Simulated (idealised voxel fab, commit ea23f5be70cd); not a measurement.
Documented hereafter: the process module known as voxel lift off.
Square cell edge 5 nm, section width 215 nm, ID cut.
Cross-sections here: square-cell grids, written as top-down lists of bands, a band being one or more rows of cells. Band entry format. Leading values: height of top, height of bottom, nm. Remainder: materials in left-to-right order, each with its width in nm. Special words: "all across" on a single material, which then fills the band edge to edge; "empty", empty space. For the purposes of this specification, 0 denotes the height below which the wafer in its as-received condition is composed wholly of one material, and the lowermost band, lacking a lower limit, extends downward without end, as expressed in "from 0 down". Width "30..40": first value at the band's top row of cells, second value at its bottom row, equal change from row to row. Key: "nothing got changed" - step with no changed cell in the cross-section. You'll see "Closed-off voids" listing empty spaces that have no way open to the top, as long as they're 8 cells or more; the notation is width x height at distance, where the distance is from the left edge, and all of it is in nm. What comes after the settings on a step's line is commentary from the simulator itself on that step. If you see "overlay nm" on a step's line and that step has a mask, it's telling you how far right of where it was planned the mask ended up; a negative number means it went left instead. Before/after cross-section pairs, one process step each; after shown to lowest changed band; step and settings beneath. Pairs may be from different runs of this module on the same starting wafer; a pair continues from the one above only where its "Pre-process cross-section" entry says so.

## Pre-process cross-section
  from 0 down | Si all across
  Closed-off voids: none

## Step Outcome
  from 5 to 0 | SiN all across
  Below a height of 0, the structure has not been altered.
  Closed-off voids: none
Step taken after the before cross-section and before the after cross-section above: CONFORMAL_DEP | material SiN | thk nm 5

Pre-process cross-section: as in the pair right above, post-step view.

## Step Outcome
  from 30 to 5 | 20 of resist | 25 of empty | 25 of resist | 25 of empty | 25 of resist | 25 of empty | 25 of resist | 25 of empty | 20 of resist
  Below a height of 5, the structure has not been altered.
  Closed-off voids: none
Step taken after the before cross-section and before the after cross-section above: PATTERN | tone open | mask id LINES | material resist | width nm 25 | pitch nm 50 | thk nm 25 | overlay nm 0

Pre-process cross-section: as in the pair right above, post-step view.

## Step Outcome
  from 45 to 30 | 20 of Ru | 25 of empty | 25 of Ru | 25 of empty | 25 of Ru | 25 of empty | 25 of Ru | 25 of empty | 20 of Ru
  from 30 to 20 | 20 of resist | 25 of empty | 25 of resist | 25 of empty | 25 of resist | 25 of empty | 25 of resist | 25 of empty | 20 of resist
  from 20 to 5 | 20 of resist | 25 of Ru | 25 of resist | 25 of Ru | 25 of resist | 25 of Ru | 25 of resist | 25 of Ru | 20 of resist
  Below a height of 5, the structure has not been altered.
  Closed-off voids: none
Step taken after the before cross-section and before the after cross-section above: DIRECTIONAL_DEP | material Ru | thk nm 15

Pre-process cross-section: as in the pair right above, post-step view.

## Step Outcome
  from 20 to 5 | 20 of empty | 25 of Ru | 25 of empty | 25 of Ru | 25 of empty | 25 of Ru | 25 of empty | 25 of Ru | 20 of empty
  Below a height of 5, the structure has not been altered.
  Closed-off voids: none
Step taken after the before cross-section and before the after cross-section above: STRIP | etch materials resist

Pre-process cross-section: as in the pair right above, post-step view.

## Step Outcome
  from 25 to 20 | 15 of empty | 35 of SiN | 15 of empty | 35 of SiN | 15 of empty | 35 of SiN | 15 of empty | 35 of SiN | 15 of empty
  from 20 to 10 | 15 of empty | 5 of SiN | 25 of Ru | 5 of SiN | 15 of empty | 5 of SiN | 25 of Ru | 5 of SiN | 15 of empty | 5 of SiN | 25 of Ru | 5 of SiN | 15 of empty | 5 of SiN | 25 of Ru | 5 of SiN | 15 of empty
  from 10 to 5 | 20 of SiN | 25 of Ru | 25 of SiN | 25 of Ru | 25 of SiN | 25 of Ru | 25 of SiN | 25 of Ru | 20 of SiN
  Below a height of 5, the structure has not been altered.
  Closed-off voids: none
Step taken after the before cross-section and before the after cross-section above: CONFORMAL_DEP | material SiN | thk nm 5

## Pre-process cross-section
  from 30 to 5 | 20 of resist | 25 of empty | 25 of resist | 25 of empty | 25 of resist | 25 of empty | 25 of resist | 25 of empty | 20 of resist
  from 5 to 0 | SiN all across
  from 0 down | Si all across
  Closed-off voids: none

## Step Outcome
  from 40 to 30 | 20 of Ru | 25 of empty | 25 of Ru | 25 of empty | 25 of Ru | 25 of empty | 25 of Ru | 25 of empty | 20 of Ru
  from 30 to 15 | 20 of resist | 25 of empty | 25 of resist | 25 of empty | 25 of resist | 25 of empty | 25 of resist | 25 of empty | 20 of resist
  from 15 to 5 | 20 of resist | 25 of Ru | 25 of resist | 25 of Ru | 25 of resist | 25 of Ru | 25 of resist | 25 of Ru | 20 of resist
  Below a height of 5, the structure has not been altered.
  Closed-off voids: none
Step taken after the before cross-section and before the after cross-section above: DIRECTIONAL_DEP | material Ru | thk nm 10

Pre-process cross-section: as in the pair right above, post-step view.

## Step Outcome
  from 15 to 5 | 20 of empty | 25 of Ru | 25 of empty | 25 of Ru | 25 of empty | 25 of Ru | 25 of empty | 25 of Ru | 20 of empty
  Below a height of 5, the structure has not been altered.
  Closed-off voids: none
Step taken after the before cross-section and before the after cross-section above: STRIP | etch materials resist

Pre-process cross-section: as in the pair right above, post-step view.

## Step Outcome
  from 20 to 15 | 15 of empty | 35 of SiN | 15 of empty | 35 of SiN | 15 of empty | 35 of SiN | 15 of empty | 35 of SiN | 15 of empty
  from 15 to 10 | 15 of empty | 5 of SiN | 25 of Ru | 5 of SiN | 15 of empty | 5 of SiN | 25 of Ru | 5 of SiN | 15 of empty | 5 of SiN | 25 of Ru | 5 of SiN | 15 of empty | 5 of SiN | 25 of Ru | 5 of SiN | 15 of empty
  from 10 to 5 | 20 of SiN | 25 of Ru | 25 of SiN | 25 of Ru | 25 of SiN | 25 of Ru | 25 of SiN | 25 of Ru | 20 of SiN
  Below a height of 5, the structure has not been altered.
  Closed-off voids: none
Step taken after the before cross-section and before the after cross-section above: CONFORMAL_DEP | material SiN | thk nm 5

## Pre-process cross-section
  from 5 to 0 | SiN all across
  from 0 down | Si all across
  Closed-off voids: none

## Step Outcome
  from 30 to 5 | 25 of resist | 20 of empty | 30 of resist | 20 of empty | 30 of resist | 20 of empty | 30 of resist | 20 of empty | 20 of resist
  Below a height of 5, the structure has not been altered.
  Closed-off voids: none
Step taken after the before cross-section and before the after cross-section above: PATTERN | tone open | mask id LINES | material resist | width nm 20 | pitch nm 50 | thk nm 25 | overlay nm 0

Pre-process cross-section: as in the pair right above, post-step view.

## Step Outcome
  from 45 to 30 | 25 of Ru | 20 of empty | 30 of Ru | 20 of empty | 30 of Ru | 20 of empty | 30 of Ru | 20 of empty | 20 of Ru
  from 30 to 20 | 25 of resist | 20 of empty | 30 of resist | 20 of empty | 30 of resist | 20 of empty | 30 of resist | 20 of empty | 20 of resist
  from 20 to 5 | 25 of resist | 20 of Ru | 30 of resist | 20 of Ru | 30 of resist | 20 of Ru | 30 of resist | 20 of Ru | 20 of resist
  Below a height of 5, the structure has not been altered.
  Closed-off voids: none
Step taken after the before cross-section and before the after cross-section above: DIRECTIONAL_DEP | material Ru | thk nm 15

Pre-process cross-section: as in the pair right above, post-step view.

## Step Outcome
  from 20 to 5 | 25 of empty | 20 of Ru | 30 of empty | 20 of Ru | 30 of empty | 20 of Ru | 30 of empty | 20 of Ru | 20 of empty
  Below a height of 5, the structure has not been altered.
  Closed-off voids: none
Step taken after the before cross-section and before the after cross-section above: STRIP | etch materials resist

Pre-process cross-section: as in the pair right above, post-step view.

## Step Outcome
  from 25 to 20 | 20 of empty | 30 of SiN | 20 of empty | 30 of SiN | 20 of empty | 30 of SiN | 20 of empty | 30 of SiN | 15 of empty
  from 20 to 10 | 20 of empty | 5 of SiN | 20 of Ru | 5 of SiN | 20 of empty | 5 of SiN | 20 of Ru | 5 of SiN | 20 of empty | 5 of SiN | 20 of Ru | 5 of SiN | 20 of empty | 5 of SiN | 20 of Ru | 5 of SiN | 15 of empty
  from 10 to 5 | 25 of SiN | 20 of Ru | 30 of SiN | 20 of Ru | 30 of SiN | 20 of Ru | 30 of SiN | 20 of Ru | 20 of SiN
  Below a height of 5, the structure has not been altered.
  Closed-off voids: none
Step taken after the before cross-section and before the after cross-section above: CONFORMAL_DEP | material SiN | thk nm 5

## Pre-process cross-section
  from 5 to 0 | SiN all across
  from 0 down | Si all across
  Closed-off voids: none

## Step Outcome
  from 30 to 5 | 15 of resist | 25 of empty | 25 of resist | 25 of empty | 25 of resist | 25 of empty | 25 of resist | 25 of empty | 25 of resist
  Below a height of 5, the structure has not been altered.
  Closed-off voids: none
Step taken after the before cross-section and before the after cross-section above: PATTERN | tone open | mask id LINES | material resist | width nm 25 | pitch nm 50 | thk nm 25 | overlay nm -5

Pre-process cross-section: as in the pair right above, post-step view.

## Step Outcome
  from 45 to 30 | 15 of Ru | 25 of empty | 25 of Ru | 25 of empty | 25 of Ru | 25 of empty | 25 of Ru | 25 of empty | 25 of Ru
  from 30 to 20 | 15 of resist | 25 of empty | 25 of resist | 25 of empty | 25 of resist | 25 of empty | 25 of resist | 25 of empty | 25 of resist
  from 20 to 5 | 15 of resist | 25 of Ru | 25 of resist | 25 of Ru | 25 of resist | 25 of Ru | 25 of resist | 25 of Ru | 25 of resist
  Below a height of 5, the structure has not been altered.
  Closed-off voids: none
Step taken after the before cross-section and before the after cross-section above: DIRECTIONAL_DEP | material Ru | thk nm 15

Pre-process cross-section: as in the pair right above, post-step view.

## Step Outcome
  from 20 to 5 | 15 of empty | 25 of Ru | 25 of empty | 25 of Ru | 25 of empty | 25 of Ru | 25 of empty | 25 of Ru | 25 of empty
  Below a height of 5, the structure has not been altered.
  Closed-off voids: none
Step taken after the before cross-section and before the after cross-section above: STRIP | etch materials resist

Pre-process cross-section: as in the pair right above, post-step view.

## Step Outcome
  from 25 to 20 | 10 of empty | 35 of SiN | 15 of empty | 35 of SiN | 15 of empty | 35 of SiN | 15 of empty | 35 of SiN | 20 of empty
  from 20 to 10 | 10 of empty | 5 of SiN | 25 of Ru | 5 of SiN | 15 of empty | 5 of SiN | 25 of Ru | 5 of SiN | 15 of empty | 5 of SiN | 25 of Ru | 5 of SiN | 15 of empty | 5 of SiN | 25 of Ru | 5 of SiN | 20 of empty
  from 10 to 5 | 15 of SiN | 25 of Ru | 25 of SiN | 25 of Ru | 25 of SiN | 25 of Ru | 25 of SiN | 25 of Ru | 25 of SiN
  Below a height of 5, the structure has not been altered.
  Closed-off voids: none
Step taken after the before cross-section and before the after cross-section above: CONFORMAL_DEP | material SiN | thk nm 5

## Pre-process cross-section
  from 0 down | Si all across
  Closed-off voids: none

## Step Outcome
  from 5 to 0 | Ru all across
  Below a height of 0, the structure has not been altered.
  Closed-off voids: none
Step taken after the before cross-section and before the after cross-section above: CONFORMAL_DEP | material Ru | thk nm 5

Pre-process cross-section: as in the pair right above, post-step view.

## Step Outcome
  from 30 to 5 | 20 of resist | 25 of empty | 25 of resist | 25 of empty | 25 of resist | 25 of empty | 25 of resist | 25 of empty | 20 of resist
  Below a height of 5, the structure has not been altered.
  Closed-off voids: none
Step taken after the before cross-section and before the after cross-section above: PATTERN | tone open | mask id LINES | material resist | width nm 25 | pitch nm 50 | thk nm 25 | overlay nm 0

Pre-process cross-section: as in the pair right above, post-step view.

## Step Outcome
  from 45 to 30 | 20 of Ru | 25 of empty | 25 of Ru | 25 of empty | 25 of Ru | 25 of empty | 25 of Ru | 25 of empty | 20 of Ru
  from 30 to 20 | 20 of resist | 25 of empty | 25 of resist | 25 of empty | 25 of resist | 25 of empty | 25 of resist | 25 of empty | 20 of resist
  from 20 to 5 | 20 of resist | 25 of Ru | 25 of resist | 25 of Ru | 25 of resist | 25 of Ru | 25 of resist | 25 of Ru | 20 of resist
  Below a height of 5, the structure has not been altered.
  Closed-off voids: none
Step taken after the before cross-section and before the after cross-section above: DIRECTIONAL_DEP | material Ru | thk nm 15

Pre-process cross-section: as in the pair right above, post-step view.

## Step Outcome
  from 20 to 5 | 20 of empty | 25 of Ru | 25 of empty | 25 of Ru | 25 of empty | 25 of Ru | 25 of empty | 25 of Ru | 20 of empty
  Below a height of 5, the structure has not been altered.
  Closed-off voids: none
Step taken after the before cross-section and before the after cross-section above: STRIP | etch materials resist

Pre-process cross-section: as in the pair right above, post-step view.

## Step Outcome
  from 25 to 20 | 15 of empty | 35 of SiN | 15 of empty | 35 of SiN | 15 of empty | 35 of SiN | 15 of empty | 35 of SiN | 15 of empty
  from 20 to 10 | 15 of empty | 5 of SiN | 25 of Ru | 5 of SiN | 15 of empty | 5 of SiN | 25 of Ru | 5 of SiN | 15 of empty | 5 of SiN | 25 of Ru | 5 of SiN | 15 of empty | 5 of SiN | 25 of Ru | 5 of SiN | 15 of empty
  from 10 to 5 | 20 of SiN | 25 of Ru | 25 of SiN | 25 of Ru | 25 of SiN | 25 of Ru | 25 of SiN | 25 of Ru | 20 of SiN
  Below a height of 5, the structure has not been altered.
  Closed-off voids: none
Step taken after the before cross-section and before the after cross-section above: CONFORMAL_DEP | material SiN | thk nm 5

## Pre-process cross-section
  from 5 to 0 | SiN all across
  from 0 down | Si all across
  Closed-off voids: none

## Step Outcome
  from 30 to 5 | 20 of empty | 25 of resist | 25 of empty | 25 of resist | 25 of empty | 25 of resist | 25 of empty | 25 of resist | 20 of empty
  Below a height of 5, the structure has not been altered.
  Closed-off voids: none
Step taken after the before cross-section and before the after cross-section above: PATTERN | tone cover | mask id LINES | material resist | width nm 25 | pitch nm 50 | thk nm 25 | overlay nm 0

Pre-process cross-section: as in the pair right above, post-step view.

## Step Outcome
  from 45 to 30 | 20 of empty | 25 of Ru | 25 of empty | 25 of Ru | 25 of empty | 25 of Ru | 25 of empty | 25 of Ru | 20 of empty
  from 30 to 20 | 20 of empty | 25 of resist | 25 of empty | 25 of resist | 25 of empty | 25 of resist | 25 of empty | 25 of resist | 20 of empty
  from 20 to 5 | 20 of Ru | 25 of resist | 25 of Ru | 25 of resist | 25 of Ru | 25 of resist | 25 of Ru | 25 of resist | 20 of Ru
  Below a height of 5, the structure has not been altered.
  Closed-off voids: none
Step taken after the before cross-section and before the after cross-section above: DIRECTIONAL_DEP | material Ru | thk nm 15

Pre-process cross-section: as in the pair right above, post-step view.

## Step Outcome
  from 20 to 5 | 20 of Ru | 25 of empty | 25 of Ru | 25 of empty | 25 of Ru | 25 of empty | 25 of Ru | 25 of empty | 20 of Ru
  Below a height of 5, the structure has not been altered.
  Closed-off voids: none
Step taken after the before cross-section and before the after cross-section above: STRIP | etch materials resist

Pre-process cross-section: as in the pair right above, post-step view.

## Step Outcome
  from 25 to 20 | 25 of SiN | 15 of empty | 35 of SiN | 15 of empty | 35 of SiN | 15 of empty | 35 of SiN | 15 of empty | 25 of SiN
  from 20 to 10 | 20 of Ru | 5 of SiN | 15 of empty | 5 of SiN | 25 of Ru | 5 of SiN | 15 of empty | 5 of SiN | 25 of Ru | 5 of SiN | 15 of empty | 5 of SiN | 25 of Ru | 5 of SiN | 15 of empty | 5 of SiN | 20 of Ru
  from 10 to 5 | 20 of Ru | 25 of SiN | 25 of Ru | 25 of SiN | 25 of Ru | 25 of SiN | 25 of Ru | 25 of SiN | 20 of Ru
  Below a height of 5, the structure has not been altered.
  Closed-off voids: none
Step taken after the before cross-section and before the after cross-section above: CONFORMAL_DEP | material SiN | thk nm 5
